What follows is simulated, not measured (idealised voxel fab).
Herein follows the process module entitled voxel gate over fins.
We display cut, a cross-section 275 nm in width whose square cells are each 5 nm.
A cross-section is written here as square cells arranged in a grid, and it is given in bands from the top down, each band taking up one or more rows of cells.
Per band: top height and bottom height in nm, followed by the left-to-right materials and their widths in nm; "edge to edge" marks a single material spanning edge to edge, "air" marks empty space.
Height is counted from the level 0, under which the received wafer is composed throughout of one material. The lowest of the bands is not closed at the bottom but continues downward, in the notation "0 down".
A width given as "30..40" starts at the first number in the band's top row and ends at the second number in its bottom row, shifting by an equal amount at every step from row to row.
Reading "remains unaltered" for a step: not a cell of the cross-section changed in it.
Voids, enclosed: empty space of 8 cells or more with no open way to the top, each as width x height at its distance from the left edge, in nm
Read whatever lies past the settings on a step's line as the simulator's own remark about the step.
The optional step-line setting "overlay nm" applies to steps with a mask and quantifies how far to the right of its planned location the mask lay, a negative value indicating leftward placement.
-- Here's what the planned process steps look like
- 1: RECEIVE: material Si
- 2: CONFORMAL_DEP: material SiN, thk nm 10
- 3: PATTERN: tone cover, mask id FINS, material resist, width nm 15, pitch nm 60, thk nm 15, overlay nm 0
- 4: DIRECTIONAL_ETCH: etch materials SiN, depth nm 10
- 5: DIRECTIONAL_ETCH: etch materials Si, depth nm 30
- 6: STRIP: etch materials resist
- 7: OXIDIZE: depth nm 5
- 8: FILL_DEP: material SiO2, thk nm 5
- 9: CMP: height nm 10
- 10: MASKED_ETCH: tone open, mask id RAIL, width nm 15, etch materials SiO2, depth nm 35, overlay nm 0
- 11: CONFORMAL_DEP: material TiN, thk nm 5
- 12: FILL_DEP: material W, thk nm 5
- 13: CMP: height nm 10
- 14: SELECTIVE_ETCH: etch materials W Ru TiN, depth nm 30
- 15: FILL_DEP: material SiO2, thk nm 5
- 16: CMP: height nm 10
- 17: SELECTIVE_ETCH: etch materials SiO2, depth nm 25
- 18: STRIP: etch materials SiN
- 19: CONFORMAL_DEP: material HfO2, thk nm 5
- 20: CONFORMAL_DEP: material TiN, thk nm 5
- 21: CONFORMAL_DEP: material TiAl, thk nm 5
- 22: CONFORMAL_DEP: material TiN, thk nm 5
- 23: FILL_DEP: material W, thk nm 15
- 24: CMP: height nm 30
- 25: CONFORMAL_DEP: material SiCN, thk nm 5
-- First of two wafers: run as planned
-- Wafer cross-section on receipt, i.e. after step 1
  0 down = Si edge to edge
  Voids, enclosed: none
-- Presented here is a cross-section of the wafer after step 2 has been performed
  10 to 0 = SiN edge to edge
  Everything under 0 stays put, no change at all.
-- Presented here is a cross-section of the wafer after step 3 has been performed
  25 to 10 = air 70; resist 15; air 45; resist 15; air 45; resist 15; air 70
  Everything under 10 stays put, no change at all.
-- Presented here is a cross-section of the wafer after step 4 has been performed
  25 to 10 = air 70; resist 15; air 45; resist 15; air 45; resist 15; air 70
  10 to 0 = air 70; SiN 15; air 45; SiN 15; air 45; SiN 15; air 70
  Everything under 0 stays put, no change at all.
-- Presented here is a cross-section of the wafer after step 5 has been performed
  25 to 10 = air 70; resist 15; air 45; resist 15; air 45; resist 15; air 70
  10 to 0 = air 70; SiN 15; air 45; SiN 15; air 45; SiN 15; air 70
  0 to -30 = air 70; Si 15; air 45; Si 15; air 45; Si 15; air 70
  Everything under -30 stays put, no change at all.
-- Presented here is a cross-section of the wafer after step 6 has been performed
  10 to 0 = air 70; SiN 15; air 45; SiN 15; air 45; SiN 15; air 70
  Everything under 0 stays put, no change at all.
-- Presented here is a cross-section of the wafer after step 7 has been performed
  10 to 0 = air 70; SiN 15; air 45; SiN 15; air 45; SiN 15; air 70
  0 to -30 = air 70; SiO2 5; Si 5; SiO2 5; air 45; SiO2 5; Si 5; SiO2 5; air 45; SiO2 5; Si 5; SiO2 5; air 70
  -30 to -35 = SiO2 75; Si 5; SiO2 55; Si 5; SiO2 55; Si 5; SiO2 75
  Everything under -35 stays put, no change at all.
-- Presented here is a cross-section of the wafer after step 8 has been performed
  15 to 10 = SiO2 edge to edge
  10 to 0 = SiO2 70; SiN 15; SiO2 45; SiN 15; SiO2 45; SiN 15; SiO2 70
  0 to -35 = SiO2 75; Si 5; SiO2 55; Si 5; SiO2 55; Si 5; SiO2 75
  Everything under -35 stays put, no change at all.
-- Presented here is a cross-section of the wafer after step 9 has been performed
  10 to 0 = SiO2 70; SiN 15; SiO2 45; SiN 15; SiO2 45; SiN 15; SiO2 70
  Everything under 0 stays put, no change at all.
-- Presented here is a cross-section of the wafer after step 10 has been performed
  10 to 0 = SiO2 70; SiN 15; SiO2 15; air 15; SiO2 15; SiN 15; SiO2 45; SiN 15; SiO2 70
  0 to -25 = SiO2 75; Si 5; SiO2 20; air 15; SiO2 20; Si 5; SiO2 55; Si 5; SiO2 75
  Everything under -25 stays put, no change at all.
-- Presented here is a cross-section of the wafer after step 11 has been performed
  15 to 10 = TiN 105; air 5; TiN 165
  10 to 0 = SiO2 70; SiN 15; SiO2 15; TiN 5; air 5; TiN 5; SiO2 15; SiN 15; SiO2 45; SiN 15; SiO2 70
  0 to -20 = SiO2 75; Si 5; SiO2 20; TiN 5; air 5; TiN 5; SiO2 20; Si 5; SiO2 55; Si 5; SiO2 75
  -20 to -25 = SiO2 75; Si 5; SiO2 20; TiN 15; SiO2 20; Si 5; SiO2 55; Si 5; SiO2 75
  Everything under -25 stays put, no change at all.
-- Presented here is a cross-section of the wafer after step 12 has been performed
  20 to 15 = W edge to edge
  15 to 10 = TiN 105; W 5; TiN 165
  10 to 0 = SiO2 70; SiN 15; SiO2 15; TiN 5; W 5; TiN 5; SiO2 15; SiN 15; SiO2 45; SiN 15; SiO2 70
  0 to -20 = SiO2 75; Si 5; SiO2 20; TiN 5; W 5; TiN 5; SiO2 20; Si 5; SiO2 55; Si 5; SiO2 75
  Everything under -20 stays put, no change at all.
-- Presented here is a cross-section of the wafer after step 13 has been performed
  10 to 0 = SiO2 70; SiN 15; SiO2 15; TiN 5; W 5; TiN 5; SiO2 15; SiN 15; SiO2 45; SiN 15; SiO2 70
  Everything under 0 stays put, no change at all.
-- Presented here is a cross-section of the wafer after step 14 has been performed
  10 to 0 = SiO2 70; SiN 15; SiO2 15; air 15; SiO2 15; SiN 15; SiO2 45; SiN 15; SiO2 70
  0 to -20 = SiO2 75; Si 5; SiO2 20; air 15; SiO2 20; Si 5; SiO2 55; Si 5; SiO2 75
  Everything under -20 stays put, no change at all.
-- Presented here is a cross-section of the wafer after step 15 has been performed
  15 to 10 = SiO2 edge to edge
  10 to 0 = SiO2 70; SiN 15; SiO2 45; SiN 15; SiO2 45; SiN 15; SiO2 70
  0 to -20 = SiO2 75; Si 5; SiO2 55; Si 5; SiO2 55; Si 5; SiO2 75
  Everything under -20 stays put, no change at all.
-- Presented here is a cross-section of the wafer after step 16 has been performed
  10 to 0 = SiO2 70; SiN 15; SiO2 45; SiN 15; SiO2 45; SiN 15; SiO2 70
  Everything under 0 stays put, no change at all.
-- Presented here is a cross-section of the wafer after step 17 has been performed
  10 to 0 = air 70; SiN 15; air 45; SiN 15; air 45; SiN 15; air 70
  0 to -15 = air 75; Si 5; air 55; Si 5; air 55; Si 5; air 75
  Everything under -15 stays put, no change at all.
-- Presented here is a cross-section of the wafer after step 18 has been performed
  0 to -15 = air 75; Si 5; air 55; Si 5; air 55; Si 5; air 75
  Everything under -15 stays put, no change at all.
-- Presented here is a cross-section of the wafer after step 19 has been performed
  5 to 0 = air 70; HfO2 15; air 45; HfO2 15; air 45; HfO2 15; air 70
  0 to -10 = air 70; HfO2 5; Si 5; HfO2 5; air 45; HfO2 5; Si 5; HfO2 5; air 45; HfO2 5; Si 5; HfO2 5; air 70
  -10 to -15 = HfO2 75; Si 5; HfO2 55; Si 5; HfO2 55; Si 5; HfO2 75
  Everything under -15 stays put, no change at all.
-- Presented here is a cross-section of the wafer after step 20 has been performed
  10 to 5 = air 65; TiN 25; air 35; TiN 25; air 35; TiN 25; air 65
  5 to 0 = air 65; TiN 5; HfO2 15; TiN 5; air 35; TiN 5; HfO2 15; TiN 5; air 35; TiN 5; HfO2 15; TiN 5; air 65
  0 to -5 = air 65; TiN 5; HfO2 5; Si 5; HfO2 5; TiN 5; air 35; TiN 5; HfO2 5; Si 5; HfO2 5; TiN 5; air 35; TiN 5; HfO2 5; Si 5; HfO2 5; TiN 5; air 65
  -5 to -10 = TiN 70; HfO2 5; Si 5; HfO2 5; TiN 45; HfO2 5; Si 5; HfO2 5; TiN 45; HfO2 5; Si 5; HfO2 5; TiN 70
  Everything under -10 stays put, no change at all.
-- Presented here is a cross-section of the wafer after step 21 has been performed
  15 to 10 = air 60; TiAl 35; air 25; TiAl 35; air 25; TiAl 35; air 60
  10 to 5 = air 60; TiAl 5; TiN 25; TiAl 5; air 25; TiAl 5; TiN 25; TiAl 5; air 25; TiAl 5; TiN 25; TiAl 5; air 60
  5 to 0 = air 60; TiAl 5; TiN 5; HfO2 15; TiN 5; TiAl 5; air 25; TiAl 5; TiN 5; HfO2 15; TiN 5; TiAl 5; air 25; TiAl 5; TiN 5; HfO2 15; TiN 5; TiAl 5; air 60
  0 to -5 = TiAl 65; TiN 5; HfO2 5; Si 5; HfO2 5; TiN 5; TiAl 35; TiN 5; HfO2 5; Si 5; HfO2 5; TiN 5; TiAl 35; TiN 5; HfO2 5; Si 5; HfO2 5; TiN 5; TiAl 65
  Everything under -5 stays put, no change at all.
-- Presented here is a cross-section of the wafer after step 22 has been performed
  20 to 15 = air 55; TiN 45; air 15; TiN 45; air 15; TiN 45; air 55
  15 to 10 = air 55; TiN 5; TiAl 35; TiN 5; air 15; TiN 5; TiAl 35; TiN 5; air 15; TiN 5; TiAl 35; TiN 5; air 55
  10 to 5 = air 55; TiN 5; TiAl 5; TiN 25; TiAl 5; TiN 5; air 15; TiN 5; TiAl 5; TiN 25; TiAl 5; TiN 5; air 15; TiN 5; TiAl 5; TiN 25; TiAl 5; TiN 5; air 55
  5 to 0 = TiN 60; TiAl 5; TiN 5; HfO2 15; TiN 5; TiAl 5; TiN 25; TiAl 5; TiN 5; HfO2 15; TiN 5; TiAl 5; TiN 25; TiAl 5; TiN 5; HfO2 15; TiN 5; TiAl 5; TiN 60
  Everything under 0 stays put, no change at all.
-- Presented here is a cross-section of the wafer after step 23 has been performed
  35 to 20 = W edge to edge
  20 to 15 = W 55; TiN 45; W 15; TiN 45; W 15; TiN 45; W 55
  15 to 10 = W 55; TiN 5; TiAl 35; TiN 5; W 15; TiN 5; TiAl 35; TiN 5; W 15; TiN 5; TiAl 35; TiN 5; W 55
  10 to 5 = W 55; TiN 5; TiAl 5; TiN 25; TiAl 5; TiN 5; W 15; TiN 5; TiAl 5; TiN 25; TiAl 5; TiN 5; W 15; TiN 5; TiAl 5; TiN 25; TiAl 5; TiN 5; W 55
  Everything under 5 stays put, no change at all.
-- Presented here is a cross-section of the wafer after step 24 has been performed
  30 to 20 = W edge to edge
  Everything under 20 stays put, no change at all.
-- Presented here is a cross-section of the wafer after step 25 has been performed
  35 to 30 = SiCN edge to edge
  Everything under 30 stays put, no change at all.
-- Second wafer. Start and plan as for the first. One mistake made in running. Agrees with the first up to and including step 4
-- The second wafer cut through, at the time step 5 was supposed to be finished
  25 to 10 = air 70; resist 15; air 45; resist 15; air 45; resist 15; air 70
  10 to 0 = air 70; SiN 15; air 45; SiN 15; air 45; SiN 15; air 70
  0 to -60 = air 70; Si 15; air 45; Si 15; air 45; Si 15; air 70
  Everything under -60 stays put, no change at all.
-- The second wafer cut through, at the time step 6 was supposed to be finished
  10 to 0 = air 70; SiN 15; air 45; SiN 15; air 45; SiN 15; air 70
  Everything under 0 stays put, no change at all.
-- The second wafer cut through, at the time step 7 was supposed to be finished
  10 to 0 = air 70; SiN 15; air 45; SiN 15; air 45; SiN 15; air 70
  0 to -60 = air 70; SiO2 5; Si 5; SiO2 5; air 45; SiO2 5; Si 5; SiO2 5; air 45; SiO2 5; Si 5; SiO2 5; air 70
  -60 to -65 = SiO2 75; Si 5; SiO2 55; Si 5; SiO2 55; Si 5; SiO2 75
  Everything under -65 stays put, no change at all.
-- The second wafer cut through, at the time step 8 was supposed to be finished
  15 to 10 = SiO2 edge to edge
  10 to 0 = SiO2 70; SiN 15; SiO2 45; SiN 15; SiO2 45; SiN 15; SiO2 70
  0 to -65 = SiO2 75; Si 5; SiO2 55; Si 5; SiO2 55; Si 5; SiO2 75
  Everything under -65 stays put, no change at all.
-- The second wafer cut through, at the time step 9 was supposed to be finished
  10 to 0 = SiO2 70; SiN 15; SiO2 45; SiN 15; SiO2 45; SiN 15; SiO2 70
  Everything under 0 stays put, no change at all.
-- The second wafer cut through, at the time step 10 was supposed to be finished
  10 to 0 = SiO2 70; SiN 15; SiO2 15; air 15; SiO2 15; SiN 15; SiO2 45; SiN 15; SiO2 70
  0 to -25 = SiO2 75; Si 5; SiO2 20; air 15; SiO2 20; Si 5; SiO2 55; Si 5; SiO2 75
  Everything under -25 stays put, no change at all.
-- The second wafer cut through, at the time step 11 was supposed to be finished
  15 to 10 = TiN 105; air 5; TiN 165
  10 to 0 = SiO2 70; SiN 15; SiO2 15; TiN 5; air 5; TiN 5; SiO2 15; SiN 15; SiO2 45; SiN 15; SiO2 70
  0 to -20 = SiO2 75; Si 5; SiO2 20; TiN 5; air 5; TiN 5; SiO2 20; Si 5; SiO2 55; Si 5; SiO2 75
  -20 to -25 = SiO2 75; Si 5; SiO2 20; TiN 15; SiO2 20; Si 5; SiO2 55; Si 5; SiO2 75
  Everything under -25 stays put, no change at all.
-- The second wafer cut through, at the time step 12 was supposed to be finished
  20 to 15 = W edge to edge
  15 to 10 = TiN 105; W 5; TiN 165
  10 to 0 = SiO2 70; SiN 15; SiO2 15; TiN 5; W 5; TiN 5; SiO2 15; SiN 15; SiO2 45; SiN 15; SiO2 70
  0 to -20 = SiO2 75; Si 5; SiO2 20; TiN 5; W 5; TiN 5; SiO2 20; Si 5; SiO2 55; Si 5; SiO2 75
  Everything under -20 stays put, no change at all.
-- The second wafer cut through, at the time step 13 was supposed to be finished
  10 to 0 = SiO2 70; SiN 15; SiO2 15; TiN 5; W 5; TiN 5; SiO2 15; SiN 15; SiO2 45; SiN 15; SiO2 70
  Everything under 0 stays put, no change at all.
-- The second wafer cut through, at the time step 14 was supposed to be finished
  10 to 0 = SiO2 70; SiN 15; SiO2 15; air 15; SiO2 15; SiN 15; SiO2 45; SiN 15; SiO2 70
  0 to -20 = SiO2 75; Si 5; SiO2 20; air 15; SiO2 20; Si 5; SiO2 55; Si 5; SiO2 75
  Everything under -20 stays put, no change at all.
-- The second wafer cut through, at the time step 15 was supposed to be finished
  15 to 10 = SiO2 edge to edge
  10 to 0 = SiO2 70; SiN 15; SiO2 45; SiN 15; SiO2 45; SiN 15; SiO2 70
  0 to -20 = SiO2 75; Si 5; SiO2 55; Si 5; SiO2 55; Si 5; SiO2 75
  Everything under -20 stays put, no change at all.
-- The second wafer cut through, at the time step 16 was supposed to be finished
  10 to 0 = SiO2 70; SiN 15; SiO2 45; SiN 15; SiO2 45; SiN 15; SiO2 70
  Everything under 0 stays put, no change at all.
-- The second wafer cut through, at the time step 17 was supposed to be finished
  10 to 0 = air 70; SiN 15; air 45; SiN 15; air 45; SiN 15; air 70
  0 to -15 = air 75; Si 5; air 55; Si 5; air 55; Si 5; air 75
  Everything under -15 stays put, no change at all.
-- The second wafer cut through, at the time step 18 was supposed to be finished
  0 to -15 = air 75; Si 5; air 55; Si 5; air 55; Si 5; air 75
  Everything under -15 stays put, no change at all.
-- The second wafer cut through, at the time step 19 was supposed to be finished
  5 to 0 = air 70; HfO2 15; air 45; HfO2 15; air 45; HfO2 15; air 70
  0 to -10 = air 70; HfO2 5; Si 5; HfO2 5; air 45; HfO2 5; Si 5; HfO2 5; air 45; HfO2 5; Si 5; HfO2 5; air 70
  -10 to -15 = HfO2 75; Si 5; HfO2 55; Si 5; HfO2 55; Si 5; HfO2 75
  Everything under -15 stays put, no change at all.
-- The second wafer cut through, at the time step 20 was supposed to be finished
  10 to 5 = air 65; TiN 25; air 35; TiN 25; air 35; TiN 25; air 65
  5 to 0 = air 65; TiN 5; HfO2 15; TiN 5; air 35; TiN 5; HfO2 15; TiN 5; air 35; TiN 5; HfO2 15; TiN 5; air 65
  0 to -5 = air 65; TiN 5; HfO2 5; Si 5; HfO2 5; TiN 5; air 35; TiN 5; HfO2 5; Si 5; HfO2 5; TiN 5; air 35; TiN 5; HfO2 5; Si 5; HfO2 5; TiN 5; air 65
  -5 to -10 = TiN 70; HfO2 5; Si 5; HfO2 5; TiN 45; HfO2 5; Si 5; HfO2 5; TiN 45; HfO2 5; Si 5; HfO2 5; TiN 70
  Everything under -10 stays put, no change at all.
-- The second wafer cut through, at the time step 21 was supposed to be finished
  15 to 10 = air 60; TiAl 35; air 25; TiAl 35; air 25; TiAl 35; air 60
  10 to 5 = air 60; TiAl 5; TiN 25; TiAl 5; air 25; TiAl 5; TiN 25; TiAl 5; air 25; TiAl 5; TiN 25; TiAl 5; air 60
  5 to 0 = air 60; TiAl 5; TiN 5; HfO2 15; TiN 5; TiAl 5; air 25; TiAl 5; TiN 5; HfO2 15; TiN 5; TiAl 5; air 25; TiAl 5; TiN 5; HfO2 15; TiN 5; TiAl 5; air 60
  0 to -5 = TiAl 65; TiN 5; HfO2 5; Si 5; HfO2 5; TiN 5; TiAl 35; TiN 5; HfO2 5; Si 5; HfO2 5; TiN 5; TiAl 35; TiN 5; HfO2 5; Si 5; HfO2 5; TiN 5; TiAl 65
  Everything under -5 stays put, no change at all.
-- The second wafer cut through, at the time step 22 was supposed to be finished
  20 to 15 = air 55; TiN 45; air 15; TiN 45; air 15; TiN 45; air 55
  15 to 10 = air 55; TiN 5; TiAl 35; TiN 5; air 15; TiN 5; TiAl 35; TiN 5; air 15; TiN 5; TiAl 35; TiN 5; air 55
  10 to 5 = air 55; TiN 5; TiAl 5; TiN 25; TiAl 5; TiN 5; air 15; TiN 5; TiAl 5; TiN 25; TiAl 5; TiN 5; air 15; TiN 5; TiAl 5; TiN 25; TiAl 5; TiN 5; air 55
  5 to 0 = TiN 60; TiAl 5; TiN 5; HfO2 15; TiN 5; TiAl 5; TiN 25; TiAl 5; TiN 5; HfO2 15; TiN 5; TiAl 5; TiN 25; TiAl 5; TiN 5; HfO2 15; TiN 5; TiAl 5; TiN 60
  Everything under 0 stays put, no change at all.
-- The second wafer cut through, at the time step 23 was supposed to be finished
  35 to 20 = W edge to edge
  20 to 15 = W 55; TiN 45; W 15; TiN 45; W 15; TiN 45; W 55
  15 to 10 = W 55; TiN 5; TiAl 35; TiN 5; W 15; TiN 5; TiAl 35; TiN 5; W 15; TiN 5; TiAl 35; TiN 5; W 55
  10 to 5 = W 55; TiN 5; TiAl 5; TiN 25; TiAl 5; TiN 5; W 15; TiN 5; TiAl 5; TiN 25; TiAl 5; TiN 5; W 15; TiN 5; TiAl 5; TiN 25; TiAl 5; TiN 5; W 55
  Everything under 5 stays put, no change at all.
-- The second wafer cut through, at the time step 24 was supposed to be finished
  30 to 20 = W edge to edge
  Everything under 20 stays put, no change at all.
-- The second wafer cut through, at the time step 25 was supposed to be finished
  35 to 30 = SiCN edge to edge
  Everything under 30 stays put, no change at all.
It is concluded that the wafer was processed incorrectly with respect to the plan, in that step 5 of the plan was twice carried out
Bottom line after processing is that, in cells, the second wafer is up or down on some materials versus the first: Si -312; SiO2 +312
